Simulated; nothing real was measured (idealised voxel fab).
process module | voxel capacitor over wiring
cross-section cut | 290 nm wide | cells 5 nm
A cross-section is a grid of square cells, given in bands from the top down. A band is one or more rows of cells.
Each band's line starts with the height of the band's top and of its bottom, in nm. Then come its materials from left to right, each with its width in nm. One material with "throughout" fills the band from edge to edge. "air" is empty space.
Height 0 is the level under which the wafer as received is all one material. The lowest band goes on downwards, as in "0 down".
A width such as "30 to 40" changes by the same amount from each row of cells to the next, from the band's top row to its bottom row.
"no change" after a step means that no cell of the cross-section changed.
closed voids: empty space of 8 cells or more with no open way to the top, each as width x height at its distance from the left edge, in nm
after a step's settings: what the simulator itself notes on the step
overlay nm, on a step with a mask: how far to the right of its planned place the mask lay; to the left if negative
plan
1 op RECEIVE | material Si
2 op CONFORMAL_DEP | material SiO2 | thk nm 10
3 op DIRECTIONAL_DEP | material TiN | thk nm 5
4 op DIRECTIONAL_DEP | material W | thk nm 25
5 op MASKED_ETCH | tone cover | mask id METAL_1 | width nm 20 | pitch nm 90 | etch materials W | depth nm 25 | overlay nm 0
6 op MASKED_ETCH | tone cover | mask id METAL_1 | width nm 20 | pitch nm 90 | etch materials TiN | depth nm 5 | overlay nm 0
7 op FILL_DEP | material SiO2 | thk nm 10
8 op CMP | height nm 40
9 op CONFORMAL_DEP | material SiCN | thk nm 5
10 op DIRECTIONAL_DEP | material SiO2 | thk nm 20
11 op MASKED_ETCH | tone open | mask id PLUG_1 | width nm 15 | etch materials SiO2 | depth nm 20 | overlay nm 0
12 op MASKED_ETCH | tone open | mask id PLUG_1 | width nm 15 | etch materials SiCN | depth nm 5 | overlay nm 0
13 op EPI | material Ru | thk nm 10
14 op EPI | material Ru | thk nm 10
15 op EPI | material Ru | thk nm 5
16 op DIRECTIONAL_DEP | material TiN | thk nm 10
17 op DIRECTIONAL_DEP | material HfO2 | thk nm 5
18 op DIRECTIONAL_DEP | material TiN | thk nm 5
19 op MASKED_ETCH | tone cover | mask id UPPER_PLATE | width nm 75 | etch materials TiN | depth nm 5 | overlay nm 0
20 op MASKED_ETCH | tone cover | mask id UPPER_PLATE | width nm 75 | etch materials HfO2 | depth nm 5 | overlay nm 0
21 op DIRECTIONAL_DEP | material aC | thk nm 15
22 op PATTERN | tone cover | mask id LOWER_PLATE | material resist | width nm 85 | thk nm 30 | overlay nm 0
23 op DIRECTIONAL_ETCH | etch materials aC | depth nm 15
24 op STRIP | etch materials resist
25 op DIRECTIONAL_ETCH | etch materials TiN | depth nm 10
26 op STRIP | etch materials aC
27 op FILL_DEP | material SiO2 | thk nm 15
28 op CMP | height nm 95
29 op DIRECTIONAL_DEP | material aC | thk nm 15
30 op PATTERN | tone open | mask id PLUG_2 | material resist | width nm 15 | thk nm 30 | overlay nm 0
31 op DIRECTIONAL_ETCH | etch materials aC | depth nm 15
32 op STRIP | etch materials resist
33 op DIRECTIONAL_ETCH | etch materials SiO2 | depth nm 10
34 op STRIP | etch materials aC
35 op CONFORMAL_DEP | material TiN | thk nm 5
36 op FILL_DEP | material W | thk nm 5
37 op CMP | height nm 95
38 op CONFORMAL_DEP | material SiCN | thk nm 5
as received, after step 1
  0 down: Si throughout
  closed voids: none
first wafer at the end, as planned
  100 to 95: SiCN throughout
  95 to 90: SiO2 105 | TiN 5 | W 5 | TiN 5 | SiO2 170
  90 to 80: SiO2 105 to 95 | TiN 15 to 75 | SiO2 170 to 120
  80 to 75: SiO2 95 | HfO2 75 | SiO2 120
  75 to 65: SiO2 90 | TiN 85 | SiO2 115
  65 to 45: SiO2 95 | Ru 15 | SiO2 180
  45 to 40: SiCN 95 | Ru 15 | SiCN 180
  40 to 15: SiO2 90 | W 20 | SiO2 70 | W 20 | SiO2 90
  15 to 10: SiO2 90 | TiN 20 | SiO2 70 | TiN 20 | SiO2 90
  10 to 0: SiO2 throughout
  0 down: Si throughout
  closed voids: none
second wafer at the end: like start, like plan, one mistake
  100 to 95: SiCN throughout
  95 to 90: SiO2 95 | TiN 25 | SiO2 170
  90 to 85: SiO2 95 | HfO2 25 | SiO2 170
  85 to 80: SiO2 90 | TiN 80 | SiO2 120
  80 to 75: SiO2 90 | TiN 30 | HfO2 50 | SiO2 120
  75 to 65: SiO2 85 | Ru 35 | TiN 55 | SiO2 115
  65 to 45: SiO2 95 | Ru 15 | SiO2 180
  45 to 40: SiCN 95 | Ru 15 | SiCN 180
  40 to 15: SiO2 90 | W 20 | SiO2 70 | W 20 | SiO2 90
  15 to 10: SiO2 90 | TiN 20 | SiO2 70 | TiN 20 | SiO2 90
  10 to 0: SiO2 throughout
  0 down: Si throughout
  closed voids: none
what went wrong: one of the steps 13 and 14, which are alike, was run twice
at the end the second wafer has, in cells: 14 more of Ru | 8 fewer of SiO2 | 5 fewer of TiN | 1 fewer of W
